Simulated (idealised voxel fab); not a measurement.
process module | voxel ribs on slabs
cross-section cut | 210 nm wide | cells 5 nm
A cross-section is a grid of square cells, given in bands from the top down. A band is one or more rows of cells.
Each band's line starts with the height of the band's top and of its bottom, in nm. Then come its materials from left to right, each with its width in nm. One material with "throughout" fills the band from edge to edge. "air" is empty space.
Height 0 is the level under which the wafer as received is all one material. The lowest band goes on downwards, as in "0 down".
A width such as "30 to 40" changes by the same amount from each row of cells to the next, from the band's top row to its bottom row.
"no change" after a step means that no cell of the cross-section changed.
closed voids: empty space of 8 cells or more with no open way to the top, each as width x height at its distance from the left edge, in nm
after a step's settings: what the simulator itself notes on the step
overlay nm, on a step with a mask: how far to the right of its planned place the mask lay; to the left if negative
plan
1 op RECEIVE | material Si
2 op DIRECTIONAL_DEP | material SiO2 | thk nm 20
3 op DIRECTIONAL_DEP | material polySi | thk nm 15
4 op PATTERN | tone cover | mask id RIB | material resist | width nm 15 | thk nm 15 | overlay nm 0
5 op DIRECTIONAL_ETCH | etch materials polySi | depth nm 10
6 op STRIP | etch materials resist
7 op MASKED_ETCH | tone cover | mask id SLAB | width nm 65 | etch materials polySi | depth nm 5 | overlay nm 0
8 op FILL_DEP | material SiO2 | thk nm 15
9 op CMP | height nm 45
10 op DIRECTIONAL_DEP | material W | thk nm 10
11 op DIRECTIONAL_DEP | material aC | thk nm 10
12 op PATTERN | tone cover | mask id HEATER | material resist | width nm 25 | thk nm 25 | overlay nm 0
13 op DIRECTIONAL_ETCH | etch materials aC | depth nm 10
14 op STRIP | etch materials resist
15 op DIRECTIONAL_ETCH | etch materials W | depth nm 10
16 op STRIP | etch materials aC
17 op CONFORMAL_DEP | material SiN | thk nm 5
as received, after step 1
  0 down: Si throughout
  closed voids: none
first wafer at the end, as planned
  60 to 55: air 85 | SiN 35 | air 90
  55 to 50: air 85 | SiN 5 | W 25 | SiN 5 | air 90
  50 to 45: SiN 90 | W 25 | SiN 95
  45 to 35: SiO2 throughout
  35 to 25: SiO2 95 | polySi 15 | SiO2 100
  25 to 20: SiO2 70 | polySi 65 | SiO2 75
  20 to 0: SiO2 throughout
  0 down: Si throughout
  closed voids: none
second wafer at the end: like start, like plan, one mistake
  60 to 55: air 85 | SiN 35 | air 90
  55 to 50: air 85 | SiN 5 | W 25 | SiN 5 | air 90
  50 to 45: SiN 90 | W 25 | SiN 95
  45 to 35: SiO2 throughout
  35 to 25: SiO2 90 | polySi 15 | SiO2 105
  25 to 20: SiO2 70 | polySi 65 | SiO2 75
  20 to 0: SiO2 throughout
  0 down: Si throughout
  closed voids: none
what went wrong: step 4 ran as: op PATTERN | tone cover | mask id RIB | material resist | width nm 15 | thk nm 15 | overlay nm -5
at the end the second wafer has, in cells: as many of each material as the first, in other places
